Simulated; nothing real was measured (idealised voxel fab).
process module | voxel trench capacitor
cross-section cut | 190 nm wide | cells 5 nm
A cross-section is a grid of square cells, given in bands from the top down. A band is one or more rows of cells.
Each band's line starts with the height of the band's top and of its bottom, in nm. Then come its materials from left to right, each with its width in nm. One material with "throughout" fills the band from edge to edge. "air" is empty space.
Height 0 is the level under which the wafer as received is all one material. The lowest band goes on downwards, as in "0 down".
A width such as "30 to 40" changes by the same amount from each row of cells to the next, from the band's top row to its bottom row.
"no change" after a step means that no cell of the cross-section changed.
closed voids: empty space of 8 cells or more with no open way to the top, each as width x height at its distance from the left edge, in nm
after a step's settings: what the simulator itself notes on the step
overlay nm, on a step with a mask: how far to the right of its planned place the mask lay; to the left if negative
plan
1 op RECEIVE | material Si
2 op CONFORMAL_DEP | material SiN | thk nm 10
3 op DIRECTIONAL_DEP | material aC | thk nm 10
4 op PATTERN | tone open | mask id TRENCH | material resist | width nm 30 | pitch nm 45 | thk nm 30 | overlay nm 0
5 op DIRECTIONAL_ETCH | etch materials aC | depth nm 10
6 op STRIP | etch materials resist
7 op DIRECTIONAL_ETCH | etch materials SiN | depth nm 10
8 op DIRECTIONAL_ETCH | etch materials Si | depth nm 35
9 op STRIP | etch materials aC
10 op CONFORMAL_DEP | material Al2O3 | thk nm 5
11 op CONFORMAL_DEP | material TiN | thk nm 5
12 op FILL_DEP | material W | thk nm 5
13 op CMP | height nm 10
first wafer, as planned
as received, after step 1
  0 down: Si throughout
  closed voids: none
after step 2
  10 to 0: SiN throughout
  below 0: unchanged
after step 3
  20 to 10: aC throughout
  below 10: unchanged
after step 4
  50 to 20: resist 55 | air 30 | resist 15 | air 30 | resist 60
  below 20: unchanged
after step 5
  40 to 20: resist 55 | air 30 | resist 15 | air 30 | resist 60
  20 to 10: aC 55 | air 30 | aC 15 | air 30 | aC 60
  below 10: unchanged
after step 6
  20 to 10: aC 55 | air 30 | aC 15 | air 30 | aC 60
  below 10: unchanged
after step 7
  20 to 10: aC 55 | air 30 | aC 15 | air 30 | aC 60
  10 to 0: SiN 55 | air 30 | SiN 15 | air 30 | SiN 60
  below 0: unchanged
after step 8
  20 to 10: aC 55 | air 30 | aC 15 | air 30 | aC 60
  10 to 0: SiN 55 | air 30 | SiN 15 | air 30 | SiN 60
  0 to -35: Si 55 | air 30 | Si 15 | air 30 | Si 60
  below -35: unchanged
after step 9
  10 to 0: SiN 55 | air 30 | SiN 15 | air 30 | SiN 60
  below 0: unchanged
after step 10
  15 to 10: Al2O3 60 | air 20 | Al2O3 25 | air 20 | Al2O3 65
  10 to 0: SiN 55 | Al2O3 5 | air 20 | Al2O3 5 | SiN 15 | Al2O3 5 | air 20 | Al2O3 5 | SiN 60
  0 to -30: Si 55 | Al2O3 5 | air 20 | Al2O3 5 | Si 15 | Al2O3 5 | air 20 | Al2O3 5 | Si 60
  -30 to -35: Si 55 | Al2O3 30 | Si 15 | Al2O3 30 | Si 60
  below -35: unchanged
after step 11
  20 to 15: TiN 65 | air 10 | TiN 35 | air 10 | TiN 70
  15 to 10: Al2O3 60 | TiN 5 | air 10 | TiN 5 | Al2O3 25 | TiN 5 | air 10 | TiN 5 | Al2O3 65
  10 to 0: SiN 55 | Al2O3 5 | TiN 5 | air 10 | TiN 5 | Al2O3 5 | SiN 15 | Al2O3 5 | TiN 5 | air 10 | TiN 5 | Al2O3 5 | SiN 60
  0 to -25: Si 55 | Al2O3 5 | TiN 5 | air 10 | TiN 5 | Al2O3 5 | Si 15 | Al2O3 5 | TiN 5 | air 10 | TiN 5 | Al2O3 5 | Si 60
  -25 to -30: Si 55 | Al2O3 5 | TiN 20 | Al2O3 5 | Si 15 | Al2O3 5 | TiN 20 | Al2O3 5 | Si 60
  below -30: unchanged
after step 12
  25 to 20: W throughout
  20 to 15: TiN 65 | W 10 | TiN 35 | W 10 | TiN 70
  15 to 10: Al2O3 60 | TiN 5 | W 10 | TiN 5 | Al2O3 25 | TiN 5 | W 10 | TiN 5 | Al2O3 65
  10 to 0: SiN 55 | Al2O3 5 | TiN 5 | W 10 | TiN 5 | Al2O3 5 | SiN 15 | Al2O3 5 | TiN 5 | W 10 | TiN 5 | Al2O3 5 | SiN 60
  0 to -25: Si 55 | Al2O3 5 | TiN 5 | W 10 | TiN 5 | Al2O3 5 | Si 15 | Al2O3 5 | TiN 5 | W 10 | TiN 5 | Al2O3 5 | Si 60
  below -25: unchanged
after step 13
  10 to 0: SiN 55 | Al2O3 5 | TiN 5 | W 10 | TiN 5 | Al2O3 5 | SiN 15 | Al2O3 5 | TiN 5 | W 10 | TiN 5 | Al2O3 5 | SiN 60
  below 0: unchanged
second wafer: like start, like plan, one mistake. Through step 7 it matches the first wafer
when step 8 should have ended
  20 to 10: aC 55 | air 30 | aC 15 | air 30 | aC 60
  10 to 0: SiN 55 | air 30 | SiN 15 | air 30 | SiN 60
  0 to -70: Si 55 | air 30 | Si 15 | air 30 | Si 60
  below -70: unchanged
when step 9 should have ended
  10 to 0: SiN 55 | air 30 | SiN 15 | air 30 | SiN 60
  below 0: unchanged
when step 10 should have ended
  15 to 10: Al2O3 60 | air 20 | Al2O3 25 | air 20 | Al2O3 65
  10 to 0: SiN 55 | Al2O3 5 | air 20 | Al2O3 5 | SiN 15 | Al2O3 5 | air 20 | Al2O3 5 | SiN 60
  0 to -65: Si 55 | Al2O3 5 | air 20 | Al2O3 5 | Si 15 | Al2O3 5 | air 20 | Al2O3 5 | Si 60
  -65 to -70: Si 55 | Al2O3 30 | Si 15 | Al2O3 30 | Si 60
  below -70: unchanged
when step 11 should have ended
  20 to 15: TiN 65 | air 10 | TiN 35 | air 10 | TiN 70
  15 to 10: Al2O3 60 | TiN 5 | air 10 | TiN 5 | Al2O3 25 | TiN 5 | air 10 | TiN 5 | Al2O3 65
  10 to 0: SiN 55 | Al2O3 5 | TiN 5 | air 10 | TiN 5 | Al2O3 5 | SiN 15 | Al2O3 5 | TiN 5 | air 10 | TiN 5 | Al2O3 5 | SiN 60
  0 to -60: Si 55 | Al2O3 5 | TiN 5 | air 10 | TiN 5 | Al2O3 5 | Si 15 | Al2O3 5 | TiN 5 | air 10 | TiN 5 | Al2O3 5 | Si 60
  -60 to -65: Si 55 | Al2O3 5 | TiN 20 | Al2O3 5 | Si 15 | Al2O3 5 | TiN 20 | Al2O3 5 | Si 60
  below -65: unchanged
when step 12 should have ended
  25 to 20: W throughout
  20 to 15: TiN 65 | W 10 | TiN 35 | W 10 | TiN 70
  15 to 10: Al2O3 60 | TiN 5 | W 10 | TiN 5 | Al2O3 25 | TiN 5 | W 10 | TiN 5 | Al2O3 65
  10 to 0: SiN 55 | Al2O3 5 | TiN 5 | W 10 | TiN 5 | Al2O3 5 | SiN 15 | Al2O3 5 | TiN 5 | W 10 | TiN 5 | Al2O3 5 | SiN 60
  0 to -60: Si 55 | Al2O3 5 | TiN 5 | W 10 | TiN 5 | Al2O3 5 | Si 15 | Al2O3 5 | TiN 5 | W 10 | TiN 5 | Al2O3 5 | Si 60
  below -60: unchanged
when step 13 should have ended
  10 to 0: SiN 55 | Al2O3 5 | TiN 5 | W 10 | TiN 5 | Al2O3 5 | SiN 15 | Al2O3 5 | TiN 5 | W 10 | TiN 5 | Al2O3 5 | SiN 60
  below 0: unchanged
what went wrong: step 8 was run twice
at the end the second wafer has, in cells: 28 more of Al2O3 | 84 fewer of Si | 28 more of TiN | 28 more of W
